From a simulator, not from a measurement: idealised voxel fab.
process module | voxel capacitor over wiring
cross-section cut | 205 nm wide | cells 5 nm
A cross-section is a grid of square cells, given in bands from the top down. A band is one or more rows of cells.
Each band's line starts with the height of the band's top and of its bottom, in nm. Then come its materials from left to right, each with its width in nm. One material with "throughout" fills the band from edge to edge. "air" is empty space.
Height 0 is the level under which the wafer as received is all one material. The lowest band goes on downwards, as in "0 down".
A width such as "30 to 40" changes by the same amount from each row of cells to the next, from the band's top row to its bottom row.
"no change" after a step means that no cell of the cross-section changed.
closed voids: empty space of 8 cells or more with no open way to the top, each as width x height at its distance from the left edge, in nm
after a step's settings: what the simulator itself notes on the step
overlay nm, on a step with a mask: how far to the right of its planned place the mask lay; to the left if negative
plan
1 op RECEIVE | material Si
2 op CONFORMAL_DEP | material SiO2 | thk nm 10
3 op CONFORMAL_DEP | material SiCN | thk nm 5
4 op DIRECTIONAL_DEP | material lowk | thk nm 25
5 op MASKED_ETCH | tone open | mask id METAL_1 | width nm 25 | pitch nm 90 | etch materials lowk | depth nm 25 | overlay nm 0
6 op MASKED_ETCH | tone open | mask id METAL_1 | width nm 25 | pitch nm 90 | etch materials SiCN | depth nm 5 | overlay nm 0
7 op CONFORMAL_DEP | material TiN | thk nm 5
8 op FILL_DEP | material Cu | thk nm 5
9 op CMP | height nm 40
10 op CONFORMAL_DEP | material SiCN | thk nm 5
11 op DIRECTIONAL_DEP | material lowk | thk nm 10
12 op MASKED_ETCH | tone open | mask id PLUG_1 | width nm 15 | etch materials lowk | depth nm 10 | overlay nm 0
13 op MASKED_ETCH | tone open | mask id PLUG_1 | width nm 15 | etch materials SiCN | depth nm 5 | overlay nm -15
14 op CONFORMAL_DEP | material TiN | thk nm 5
15 op FILL_DEP | material Ru | thk nm 5
16 op CMP | height nm 55
17 op DIRECTIONAL_DEP | material TiN | thk nm 10
18 op DIRECTIONAL_DEP | material SiN | thk nm 5
19 op DIRECTIONAL_DEP | material TiN | thk nm 10
20 op PATTERN | tone cover | mask id UPPER_PLATE | material resist | width nm 70 | thk nm 15 | overlay nm 0
21 op DIRECTIONAL_ETCH | etch materials TiN | depth nm 10
22 op DIRECTIONAL_ETCH | etch materials SiN | depth nm 5
23 op STRIP | etch materials resist
24 op PATTERN | tone cover | mask id LOWER_PLATE | material resist | width nm 80 | thk nm 20 | overlay nm 0
25 op DIRECTIONAL_ETCH | etch materials TiN | depth nm 10
26 op STRIP | etch materials resist
27 op FILL_DEP | material SiO2 | thk nm 20
28 op CMP | height nm 95
29 op PATTERN | tone open | mask id PLUG_2 | material resist | width nm 15 | thk nm 20 | overlay nm 0
30 op DIRECTIONAL_ETCH | etch materials SiO2 | depth nm 15
31 op STRIP | etch materials resist
32 op CONFORMAL_DEP | material TiN | thk nm 5
33 op FILL_DEP | material Ru | thk nm 10
34 op CMP | height nm 95
35 op CONFORMAL_DEP | material SiN | thk nm 5
varied across the wafers: overlay nm of step 13. The plan shows the first wafer's value. All wafers start alike
first wafer as received, after step 1
  0 down: Si throughout
  closed voids: none
each wafer at the end: cells of each material gained (+) or lost (-) since it was received, then its closed voids
overlay nm -15 | +30 Cu | +3 Ru | +72 SiCN | +55 SiN | +327 SiO2 | +102 TiN | +231 lowk | closed voids: none
overlay nm -10 | +30 Cu | +3 Ru | +71 SiCN | +55 SiN | +327 SiO2 | +103 TiN | +231 lowk | closed voids: none
overlay nm -5 | +30 Cu | +3 Ru | +70 SiCN | +55 SiN | +327 SiO2 | +104 TiN | +231 lowk | closed voids: none
overlay nm 0 | +30 Cu | +4 Ru | +69 SiCN | +55 SiN | +327 SiO2 | +104 TiN | +231 lowk | closed voids: none
overlay nm 5 | +30 Cu | +3 Ru | +70 SiCN | +55 SiN | +327 SiO2 | +104 TiN | +231 lowk | closed voids: none
overlay nm 10 | +30 Cu | +3 Ru | +71 SiCN | +55 SiN | +327 SiO2 | +103 TiN | +231 lowk | closed voids: none
overlay nm 15 | +30 Cu | +3 Ru | +72 SiCN | +55 SiN | +327 SiO2 | +102 TiN | +231 lowk | closed voids: none
